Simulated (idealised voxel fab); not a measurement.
The name of this process module is voxel self aligned vias.
Cross-section cut spans 170 nm and uses square cells 5 nm in size.
Cross-section format: a grid of square cells, given as bands from top to bottom; each band is one or more rows of cells.
Read a band's entry like this: the first values are the height of its top and the height of its bottom in nm, and what follows is the sequence of materials from left to right, each with its width in nm. Note that "air" is empty space, and that a single material marked "full width" reaches across the band from edge to edge.
Height 0 is the level under which the wafer as received is all one material. The lowest band goes on downwards, as in "z 0 and below".
It should be noted that a width expressed as "30 to 40" varies in equal increments from row to row of cells within the band, taking the value of the first number at the top row and that of the second number at the bottom row.
Step note "remained unchanged" = no cross-section cell changed.
Closed empty spaces (no open way to the top) of 8 cells or more are what "Completely sealed voids" lists, each as width x height at distance from the left edge, nm for all three.
It should be noted that, on the line of a given step, the content following the step's settings is a remark produced by the simulator itself with respect to that step.
A step's line can hold "overlay nm"; with a mask on that step, the setting says how far right of the planned place the mask lay, while a negative setting says it lay to the left.

-- Planned step list for the process
| 1 | RECEIVE [material Si] |
| 2 | CONFORMAL_DEP [material SiO2] [thk nm 15] |
| 3 | CONFORMAL_DEP [material SiCN] [thk nm 5] |
| 4 | DIRECTIONAL_DEP [material lowk] [thk nm 30] |
| 5 | PATTERN [tone open] [mask id LINES] [material resist] [width nm 25] [pitch nm 50] [thk nm 20] [overlay nm 0] |
| 6 | DIRECTIONAL_ETCH [etch materials lowk] [depth nm 30] |
| 7 | STRIP [etch materials resist] |
| 8 | CONFORMAL_DEP [material TiN] [thk nm 5] |
| 9 | FILL_DEP [material W] [thk nm 5] |
| 10 | CMP [height nm 50] |
| 11 | SELECTIVE_ETCH [etch materials W Ru TiN] [depth nm 5] |
| 12 | FILL_DEP [material SiN] [thk nm 5] |
| 13 | CMP [height nm 50] |
| 14 | DIRECTIONAL_DEP [material lowk] [thk nm 15] |
| 15 | MASKED_ETCH [tone open] [mask id VIAS] [width nm 35] [pitch nm 100] [etch materials lowk] [depth nm 15] [overlay nm 0] |
| 16 | MASKED_ETCH [tone open] [mask id VIAS] [width nm 35] [pitch nm 100] [etch materials SiN] [depth nm 5] [overlay nm 0] |
| 17 | CONFORMAL_DEP [material TiN] [thk nm 5] |
| 18 | FILL_DEP [material W] [thk nm 10] |
| 19 | CMP [height nm 65] |
| 20 | CONFORMAL_DEP [material SiN] [thk nm 5] |

-- Shown in cross-section is the wafer as received, that is, as it stands after step 1
  z 0 and below: Si full width
  Completely sealed voids: none

-- End-of-module cross-section. Starting structure and process plan as above; one mistake made in running it
  z 70 to 65: SiN full width
  z 65 to 50: 15 nm lowk | 5 nm TiN | 25 nm W | 5 nm TiN | 65 nm lowk | 5 nm TiN | 25 nm W | 5 nm TiN | 20 nm lowk
  z 50 to 45: 15 nm SiN | 35 nm TiN | 65 nm SiN | 35 nm TiN | 20 nm SiN
  z 45 to 40: 25 nm TiN | 15 nm W | 35 nm TiN | 15 nm W | 35 nm TiN | 15 nm W | 30 nm TiN
  z 40 to 25: 20 nm lowk | 5 nm TiN | 15 nm W | 5 nm TiN | 25 nm lowk | 5 nm TiN | 15 nm W | 5 nm TiN | 25 nm lowk | 5 nm TiN | 15 nm W | 5 nm TiN | 25 nm lowk
  z 25 to 20: 20 nm lowk | 25 nm TiN | 25 nm lowk | 25 nm TiN | 25 nm lowk | 25 nm TiN | 25 nm lowk
  z 20 to 15: SiCN full width
  z 15 to 0: SiO2 full width
  z 0 and below: Si full width
  Completely sealed voids: none
Which mistake was made when the wafer was run? step 4 changed vs plan, executed as DIRECTIONAL_DEP [material lowk] [thk nm 20]
